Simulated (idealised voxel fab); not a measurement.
This section sets out a process module, namely voxel capacitor over wiring.
It is cross-section cut that appears here, measuring 290 nm in width, its square cells being 5 nm in size.
We lay out every cross-section as a grid of square cells and spell it out in bands from the top down, where one band means one or more rows of cells. Band: top and bottom heights (nm) first, top before bottom; then materials from left to right, widths in nm. "full width" marks a sole material filling the band edge to edge. "air" denotes empty space. Zero point of the height axis is 0; under it, received wafer = one material. Lowest band: continues down indefinitely, "0 and below". Per-row width for "30 to 40": begins at first number (top row of band), ends at second number (bottom row), increment between rows held constant. It should be understood that the words "no change", when stated for a given step, signify that the cross-section underwent no change in any of its cells during that step. Listed in "Listed closed voids": every empty space of 8 or more cells without an open way to the top. Form: width x height at distance, the distance being from the left edge, all in nm. If you see something after the settings on a step's line, that's the simulator's own remark about that step. "overlay nm" answers the question of how far to the right of plan the mask lay on a step that has a mask, and when it is negative the answer is to the left.
List of planned process steps
1. RECEIVE, material Si
2. CONFORMAL_DEP, material SiO2, thk nm 10
3. CONFORMAL_DEP, material SiN, thk nm 5
4. DIRECTIONAL_DEP, material SiO2, thk nm 25
5. PATTERN, tone open, mask id METAL_1, material resist, width nm 20, pitch nm 75, thk nm 15, overlay nm 0
6. DIRECTIONAL_ETCH, etch materials SiO2, depth nm 25
7. DIRECTIONAL_ETCH, etch materials SiN, depth nm 5
8. STRIP, etch materials resist
9. CONFORMAL_DEP, material TiN, thk nm 5
10. FILL_DEP, material Cu, thk nm 5
11. CMP, height nm 40
12. CONFORMAL_DEP, material SiCN, thk nm 5
13. DIRECTIONAL_DEP, material SiO2, thk nm 15
14. DIRECTIONAL_DEP, material aC, thk nm 15
15. PATTERN, tone open, mask id PLUG_1, material resist, width nm 15, thk nm 35, overlay nm 0
16. DIRECTIONAL_ETCH, etch materials aC, depth nm 15
17. STRIP, etch materials resist
18. DIRECTIONAL_ETCH, etch materials SiO2, depth nm 15
19. DIRECTIONAL_ETCH, etch materials SiCN, depth nm 5
20. STRIP, etch materials aC
21. EPI, material Ru, thk nm 10
22. EPI, material Ru, thk nm 10
23. DIRECTIONAL_DEP, material TiN, thk nm 5
24. DIRECTIONAL_DEP, material Al2O3, thk nm 5
25. DIRECTIONAL_DEP, material TiN, thk nm 5
26. MASKED_ETCH, tone cover, mask id UPPER_PLATE, width nm 60, etch materials TiN, depth nm 5, overlay nm 0
27. MASKED_ETCH, tone cover, mask id UPPER_PLATE, width nm 60, etch materials Al2O3, depth nm 5, overlay nm 0
28. MASKED_ETCH, tone cover, mask id LOWER_PLATE, width nm 70, etch materials TiN, depth nm 5, overlay nm 0
29. FILL_DEP, material SiO2, thk nm 15
30. CMP, height nm 85
31. PATTERN, tone open, mask id PLUG_2, material resist, width nm 15, thk nm 20, overlay nm 0
32. DIRECTIONAL_ETCH, etch materials SiO2, depth nm 10
33. STRIP, etch materials resist
34. CONFORMAL_DEP, material TiN, thk nm 5
35. FILL_DEP, material Ru, thk nm 5
36. CMP, height nm 85
37. CONFORMAL_DEP, material SiCN, thk nm 5
Wafer, first of two, run as planned
Cross-section of the wafer upon arrival, representing the state reached after step 1
  0 and below  Si full width
  Listed closed voids: none
Once step 2 is through, the wafer looks like this in cross-section
  10 down to 0  SiO2 full width
  Below 0, the layers are the same as they were.
Once step 3 is through, the wafer looks like this in cross-section
  15 down to 10  SiN full width
  Below 10, the layers are the same as they were.
Once step 4 is through, the wafer looks like this in cross-section
  40 down to 15  SiO2 full width
  Below 15, the layers are the same as they were.
Once step 5 is through, the wafer looks like this in cross-section
  55 down to 40  resist (95), then air (20), then resist (55), then air (20), then resist (100)
  Below 40, the layers are the same as they were.
Once step 6 is through, the wafer looks like this in cross-section
  55 down to 40  resist (95), then air (20), then resist (55), then air (20), then resist (100)
  40 down to 15  SiO2 (95), then air (20), then SiO2 (55), then air (20), then SiO2 (100)
  Below 15, the layers are the same as they were.
Once step 7 is through, the wafer looks like this in cross-section
  55 down to 40  resist (95), then air (20), then resist (55), then air (20), then resist (100)
  40 down to 15  SiO2 (95), then air (20), then SiO2 (55), then air (20), then SiO2 (100)
  15 down to 10  SiN (95), then air (20), then SiN (55), then air (20), then SiN (100)
  Below 10, the layers are the same as they were.
Once step 8 is through, the wafer looks like this in cross-section
  40 down to 15  SiO2 (95), then air (20), then SiO2 (55), then air (20), then SiO2 (100)
  Below 15, the layers are the same as they were.
Once step 9 is through, the wafer looks like this in cross-section
  45 down to 40  TiN (100), then air (10), then TiN (65), then air (10), then TiN (105)
  40 down to 15  SiO2 (95), then TiN (5), then air (10), then TiN (5), then SiO2 (55), then TiN (5), then air (10), then TiN (5), then SiO2 (100)
  15 down to 10  SiN (95), then TiN (20), then SiN (55), then TiN (20), then SiN (100)
  Below 10, the layers are the same as they were.
Once step 10 is through, the wafer looks like this in cross-section
  50 down to 45  Cu full width
  45 down to 40  TiN (100), then Cu (10), then TiN (65), then Cu (10), then TiN (105)
  40 down to 15  SiO2 (95), then TiN (5), then Cu (10), then TiN (5), then SiO2 (55), then TiN (5), then Cu (10), then TiN (5), then SiO2 (100)
  Below 15, the layers are the same as they were.
Once step 11 is through, the wafer looks like this in cross-section
  40 down to 15  SiO2 (95), then TiN (5), then Cu (10), then TiN (5), then SiO2 (55), then TiN (5), then Cu (10), then TiN (5), then SiO2 (100)
  Below 15, the layers are the same as they were.
Once step 12 is through, the wafer looks like this in cross-section
  45 down to 40  SiCN full width
  Below 40, the layers are the same as they were.
Once step 13 is through, the wafer looks like this in cross-section
  60 down to 45  SiO2 full width
  Below 45, the layers are the same as they were.
Once step 14 is through, the wafer looks like this in cross-section
  75 down to 60  aC full width
  Below 60, the layers are the same as they were.
Once step 15 is through, the wafer looks like this in cross-section
  110 down to 75  resist (100), then air (15), then resist (175)
  Below 75, the layers are the same as they were.
Once step 16 is through, the wafer looks like this in cross-section
  95 down to 75  resist (100), then air (15), then resist (175)
  75 down to 60  aC (100), then air (15), then aC (175)
  Below 60, the layers are the same as they were.
Once step 17 is through, the wafer looks like this in cross-section
  75 down to 60  aC (100), then air (15), then aC (175)
  Below 60, the layers are the same as they were.
Once step 18 is through, the wafer looks like this in cross-section
  75 down to 60  aC (100), then air (15), then aC (175)
  60 down to 45  SiO2 (100), then air (15), then SiO2 (175)
  Below 45, the layers are the same as they were.
Once step 19 is through, the wafer looks like this in cross-section
  75 down to 60  aC (100), then air (15), then aC (175)
  60 down to 45  SiO2 (100), then air (15), then SiO2 (175)
  45 down to 40  SiCN (100), then air (15), then SiCN (175)
  Below 40, the layers are the same as they were.
Once step 20 is through, the wafer looks like this in cross-section
  60 down to 45  SiO2 (100), then air (15), then SiO2 (175)
  Below 45, the layers are the same as they were.
Once step 21 is through, the wafer looks like this in cross-section
  60 down to 50  SiO2 (100), then air (15), then SiO2 (175)
  50 down to 45  SiO2 (100), then Ru (15), then SiO2 (175)
  45 down to 40  SiCN (100), then Ru (15), then SiCN (175)
  Below 40, the layers are the same as they were.
Once step 22 is through, the wafer looks like this in cross-section
  60 down to 45  SiO2 (100), then Ru (15), then SiO2 (175)
  Below 45, the layers are the same as they were.
Once step 23 is through, the wafer looks like this in cross-section
  65 down to 60  TiN full width
  Below 60, the layers are the same as they were.
Once step 24 is through, the wafer looks like this in cross-section
  70 down to 65  Al2O3 full width
  Below 65, the layers are the same as they were.
Once step 25 is through, the wafer looks like this in cross-section
  75 down to 70  TiN full width
  Below 70, the layers are the same as they were.
Once step 26 is through, the wafer looks like this in cross-section
  75 down to 70  air (100), then TiN (60), then air (130)
  Below 70, the layers are the same as they were.
Once step 27 is through, the wafer looks like this in cross-section
  75 down to 70  air (100), then TiN (60), then air (130)
  70 down to 65  air (100), then Al2O3 (60), then air (130)
  Below 65, the layers are the same as they were.
Once step 28 is through, the wafer looks like this in cross-section
  75 down to 70  air (100), then TiN (60), then air (130)
  70 down to 65  air (100), then Al2O3 (60), then air (130)
  65 down to 60  air (95), then TiN (70), then air (125)
  Below 60, the layers are the same as they were.
Once step 29 is through, the wafer looks like this in cross-section
  90 down to 75  SiO2 full width
  75 down to 70  SiO2 (100), then TiN (60), then SiO2 (130)
  70 down to 65  SiO2 (100), then Al2O3 (60), then SiO2 (130)
  65 down to 60  SiO2 (95), then TiN (70), then SiO2 (125)
  Below 60, the layers are the same as they were.
Once step 30 is through, the wafer looks like this in cross-section
  85 down to 75  SiO2 full width
  Below 75, the layers are the same as they were.
Once step 31 is through, the wafer looks like this in cross-section
  105 down to 85  resist (110), then air (15), then resist (165)
  Below 85, the layers are the same as they were.
Once step 32 is through, the wafer looks like this in cross-section
  105 down to 85  resist (110), then air (15), then resist (165)
  85 down to 75  SiO2 (110), then air (15), then SiO2 (165)
  Below 75, the layers are the same as they were.
Once step 33 is through, the wafer looks like this in cross-section
  85 down to 75  SiO2 (110), then air (15), then SiO2 (165)
  Below 75, the layers are the same as they were.
Once step 34 is through, the wafer looks like this in cross-section
  90 down to 85  TiN (115), then air (5), then TiN (170)
  85 down to 80  SiO2 (110), then TiN (5), then air (5), then TiN (5), then SiO2 (165)
  80 down to 70  SiO2 (110 to 100), then TiN (15 to 60), then SiO2 (165 to 130)
  Below 70, the layers are the same as they were.
Once step 35 is through, the wafer looks like this in cross-section
  95 down to 90  Ru full width
  90 down to 85  TiN (115), then Ru (5), then TiN (170)
  85 down to 80  SiO2 (110), then TiN (5), then Ru (5), then TiN (5), then SiO2 (165)
  Below 80, the layers are the same as they were.
Once step 36 is through, the wafer looks like this in cross-section
  85 down to 80  SiO2 (110), then TiN (5), then Ru (5), then TiN (5), then SiO2 (165)
  Below 80, the layers are the same as they were.
Once step 37 is through, the wafer looks like this in cross-section
  90 down to 85  SiCN full width
  Below 85, the layers are the same as they were.
Wafer two of two - same starting point, same process plan, one mistake in execution; matches wafer one up to and including step 3
Look at the second wafer in cross-section at the time step 4 ought to have finished
  35 down to 15  SiO2 full width
  Below 15, the layers are the same as they were.
Look at the second wafer in cross-section at the time step 5 ought to have finished
  50 down to 35  resist (95), then air (20), then resist (55), then air (20), then resist (100)
  Below 35, the layers are the same as they were.
Look at the second wafer in cross-section at the time step 6 ought to have finished
  50 down to 35  resist (95), then air (20), then resist (55), then air (20), then resist (100)
  35 down to 15  SiO2 (95), then air (20), then SiO2 (55), then air (20), then SiO2 (100)
  Below 15, the layers are the same as they were.
Look at the second wafer in cross-section at the time step 7 ought to have finished
  50 down to 35  resist (95), then air (20), then resist (55), then air (20), then resist (100)
  35 down to 15  SiO2 (95), then air (20), then SiO2 (55), then air (20), then SiO2 (100)
  15 down to 10  SiN (95), then air (20), then SiN (55), then air (20), then SiN (100)
  Below 10, the layers are the same as they were.
Look at the second wafer in cross-section at the time step 8 ought to have finished
  35 down to 15  SiO2 (95), then air (20), then SiO2 (55), then air (20), then SiO2 (100)
  Below 15, the layers are the same as they were.
Look at the second wafer in cross-section at the time step 9 ought to have finished
  40 down to 35  TiN (100), then air (10), then TiN (65), then air (10), then TiN (105)
  35 down to 15  SiO2 (95), then TiN (5), then air (10), then TiN (5), then SiO2 (55), then TiN (5), then air (10), then TiN (5), then SiO2 (100)
  15 down to 10  SiN (95), then TiN (20), then SiN (55), then TiN (20), then SiN (100)
  Below 10, the layers are the same as they were.
Look at the second wafer in cross-section at the time step 10 ought to have finished
  45 down to 40  Cu full width
  40 down to 35  TiN (100), then Cu (10), then TiN (65), then Cu (10), then TiN (105)
  35 down to 15  SiO2 (95), then TiN (5), then Cu (10), then TiN (5), then SiO2 (55), then TiN (5), then Cu (10), then TiN (5), then SiO2 (100)
  Below 15, the layers are the same as they were.
Look at the second wafer in cross-section at the time step 11 ought to have finished
  40 down to 35  TiN (100), then Cu (10), then TiN (65), then Cu (10), then TiN (105)
  Below 35, the layers are the same as they were.
Look at the second wafer in cross-section at the time step 12 ought to have finished
  45 down to 40  SiCN full width
  Below 40, the layers are the same as they were.
Look at the second wafer in cross-section at the time step 13 ought to have finished
  60 down to 45  SiO2 full width
  Below 45, the layers are the same as they were.
Look at the second wafer in cross-section at the time step 14 ought to have finished
  75 down to 60  aC full width
  Below 60, the layers are the same as they were.
Look at the second wafer in cross-section at the time step 15 ought to have finished
  110 down to 75  resist (100), then air (15), then resist (175)
  Below 75, the layers are the same as they were.
Look at the second wafer in cross-section at the time step 16 ought to have finished
  95 down to 75  resist (100), then air (15), then resist (175)
  75 down to 60  aC (100), then air (15), then aC (175)
  Below 60, the layers are the same as they were.
Look at the second wafer in cross-section at the time step 17 ought to have finished
  75 down to 60  aC (100), then air (15), then aC (175)
  Below 60, the layers are the same as they were.
Look at the second wafer in cross-section at the time step 18 ought to have finished
  75 down to 60  aC (100), then air (15), then aC (175)
  60 down to 45  SiO2 (100), then air (15), then SiO2 (175)
  Below 45, the layers are the same as they were.
Look at the second wafer in cross-section at the time step 19 ought to have finished
  75 down to 60  aC (100), then air (15), then aC (175)
  60 down to 45  SiO2 (100), then air (15), then SiO2 (175)
  45 down to 40  SiCN (100), then air (15), then SiCN (175)
  Below 40, the layers are the same as they were.
Look at the second wafer in cross-section at the time step 20 ought to have finished
  60 down to 45  SiO2 (100), then air (15), then SiO2 (175)
  Below 45, the layers are the same as they were.
Look at the second wafer in cross-section at the time step 21 ought to have finished
  60 down to 50  SiO2 (100), then air (15), then SiO2 (175)
  50 down to 45  SiO2 (100), then Ru (15), then SiO2 (175)
  45 down to 40  SiCN (100), then Ru (15), then SiCN (175)
  Below 40, the layers are the same as they were.
Look at the second wafer in cross-section at the time step 22 ought to have finished
  60 down to 45  SiO2 (100), then Ru (15), then SiO2 (175)
  Below 45, the layers are the same as they were.
Look at the second wafer in cross-section at the time step 23 ought to have finished
  65 down to 60  TiN full width
  Below 60, the layers are the same as they were.
Look at the second wafer in cross-section at the time step 24 ought to have finished
  70 down to 65  Al2O3 full width
  Below 65, the layers are the same as they were.
Look at the second wafer in cross-section at the time step 25 ought to have finished
  75 down to 70  TiN full width
  Below 70, the layers are the same as they were.
Look at the second wafer in cross-section at the time step 26 ought to have finished
  75 down to 70  air (100), then TiN (60), then air (130)
  Below 70, the layers are the same as they were.
Look at the second wafer in cross-section at the time step 27 ought to have finished
  75 down to 70  air (100), then TiN (60), then air (130)
  70 down to 65  air (100), then Al2O3 (60), then air (130)
  Below 65, the layers are the same as they were.
Look at the second wafer in cross-section at the time step 28 ought to have finished
  75 down to 70  air (100), then TiN (60), then air (130)
  70 down to 65  air (100), then Al2O3 (60), then air (130)
  65 down to 60  air (95), then TiN (70), then air (125)
  Below 60, the layers are the same as they were.
Look at the second wafer in cross-section at the time step 29 ought to have finished
  90 down to 75  SiO2 full width
  75 down to 70  SiO2 (100), then TiN (60), then SiO2 (130)
  70 down to 65  SiO2 (100), then Al2O3 (60), then SiO2 (130)
  65 down to 60  SiO2 (95), then TiN (70), then SiO2 (125)
  Below 60, the layers are the same as they were.
Look at the second wafer in cross-section at the time step 30 ought to have finished
  85 down to 75  SiO2 full width
  Below 75, the layers are the same as they were.
Look at the second wafer in cross-section at the time step 31 ought to have finished
  105 down to 85  resist (110), then air (15), then resist (165)
  Below 85, the layers are the same as they were.
Look at the second wafer in cross-section at the time step 32 ought to have finished
  105 down to 85  resist (110), then air (15), then resist (165)
  85 down to 75  SiO2 (110), then air (15), then SiO2 (165)
  Below 75, the layers are the same as they were.
Look at the second wafer in cross-section at the time step 33 ought to have finished
  85 down to 75  SiO2 (110), then air (15), then SiO2 (165)
  Below 75, the layers are the same as they were.
Look at the second wafer in cross-section at the time step 34 ought to have finished
  90 down to 85  TiN (115), then air (5), then TiN (170)
  85 down to 80  SiO2 (110), then TiN (5), then air (5), then TiN (5), then SiO2 (165)
  80 down to 70  SiO2 (110 to 100), then TiN (15 to 60), then SiO2 (165 to 130)
  Below 70, the layers are the same as they were.
Look at the second wafer in cross-section at the time step 35 ought to have finished
  95 down to 90  Ru full width
  90 down to 85  TiN (115), then Ru (5), then TiN (170)
  85 down to 80  SiO2 (110), then TiN (5), then Ru (5), then TiN (5), then SiO2 (165)
  Below 80, the layers are the same as they were.
Look at the second wafer in cross-section at the time step 36 ought to have finished
  85 down to 80  SiO2 (110), then TiN (5), then Ru (5), then TiN (5), then SiO2 (165)
  Below 80, the layers are the same as they were.
Look at the second wafer in cross-section at the time step 37 ought to have finished
  90 down to 85  SiCN full width
  Below 85, the layers are the same as they were.
Where did the run depart from the plan? step 4: run off-plan, actual operation and settings DIRECTIONAL_DEP, material SiO2, thk nm 20
Wrapping up, a cell-based count of both wafers puts the second over or under the first for these materials: SiO2 -50, TiN +50
